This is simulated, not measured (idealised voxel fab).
Process module heading - voxel air gaps
This is section cut - it's 250 nm across, gridded in 5 nm square cells.
Just so we're on the same page, the cross-sections are grids of square cells, and they're listed out in bands top to bottom, each band one or more rows deep. This entry defines a band. It first specifies the height of the band's top and the height of its bottom in nm, and then specifies the band's materials from left to right, stating each material with its width in nm. The word "throughout" identifies a single material that fills the band from edge to edge, while the word "blank" identifies empty space. Ref level 0: as-received wafer is one material below here. Bottom band extends down with no lower bound ("0 and below"). You'd read "30->40" like this: the band's top row of cells is as wide as the first number, its bottom row is as wide as the second, and going down, every row changes width by the same amount as the row before did. Where the words "no modification" appear for a step, the cross-section shows no cell changed by that step; every cell remained as before. Enclosed voids (no open way to top), threshold 8 cells or more, entry "Internal closed voids", notation width x height at distance, distance from left edge, nm. Past the settings on a step's line: simulator remark, on that step. For masked steps, "overlay nm" on the step line gives how far right of plan the mask actually lay; a minus sign means it lay to the left.

[plan]
1) RECEIVE [material Si]
2) CONFORMAL_DEP [material SiO2] [thk nm 10]
3) CONFORMAL_DEP [material SiN] [thk nm 5]
4) DIRECTIONAL_DEP [material SiO2] [thk nm 35]
5) DIRECTIONAL_DEP [material aC] [thk nm 10]
6) PATTERN [tone open] [mask id LINES] [material resist] [width nm 15] [pitch nm 45] [thk nm 25] [overlay nm 0]
7) DIRECTIONAL_ETCH [etch materials aC] [depth nm 10]
8) STRIP [etch materials resist]
9) DIRECTIONAL_ETCH [etch materials SiO2] [depth nm 35]
10) STRIP [etch materials aC]
11) CONFORMAL_DEP [material TiN] [thk nm 5]
12) FILL_DEP [material W] [thk nm 5]
13) CMP [height nm 50]
14) EPI [material Ru] [thk nm 10]
15) SELECTIVE_ETCH [etch materials SiO2] [depth nm 45]
16) CONFORMAL_DEP [material SiN] [thk nm 5]

[Cross-section: wafer on arrival = after step 1]
	0 and below: Si throughout
	Internal closed voids: none

[Sectioned view, first of two wafers, at the close of the module, processed as intended in the plan]
	65 down to 60: blank 55; SiN 135; blank 60
	60 down to 50: blank 55; SiN 5; Ru 35; SiN 10; Ru 35; SiN 10; Ru 35; SiN 5; blank 60
	50 down to 45: blank 55; SiN 15; TiN 5; W 5; TiN 5; SiN 30; TiN 5; W 5; TiN 5; SiN 30; TiN 5; W 5; TiN 5; SiN 15; blank 60
	45 down to 20: blank 65; SiN 5; TiN 5; W 5; TiN 5; SiN 5; blank 20; SiN 5; TiN 5; W 5; TiN 5; SiN 5; blank 20; SiN 5; TiN 5; W 5; TiN 5; SiN 5; blank 70
	20 down to 15: SiN 70; TiN 15; SiN 30; TiN 15; SiN 30; TiN 15; SiN 75
	15 down to 10: SiN throughout
	10 down to 0: SiO2 throughout
	0 and below: Si throughout
	Internal closed voids: 20 x 25 at 90; 20 x 25 at 135

[Cross-sectional view of the second of two wafers upon completion of the module. This wafer shared its starting condition and process plan with the first; one error was made during its execution]
	65 down to 60: SiN throughout
	60 down to 50: Ru throughout
	50 down to 20: W 65; TiN 5; SiO2 15; TiN 5; W 20; TiN 5; SiO2 15; TiN 5; W 20; TiN 5; SiO2 15; TiN 5; W 70
	20 down to 15: TiN 70; SiO2 15; TiN 30; SiO2 15; TiN 30; SiO2 15; TiN 75
	15 down to 10: SiN throughout
	10 down to 0: SiO2 throughout
	0 and below: Si throughout
	Internal closed voids: none
It is concluded that the wafer was processed incorrectly with respect to the plan, in that step 6 changed vs plan, executed as PATTERN [tone cover] [mask id LINES] [material resist] [width nm 15] [pitch nm 45] [thk nm 25] [overlay nm 0]
At the finish, the second wafer shows more or fewer cells for some materials than the first does: +58 Ru | -78 SiN | +63 SiO2 | +32 TiN | +192 W
Quick summary for you: first wafer finishes at 2 closed voids, second at 0.
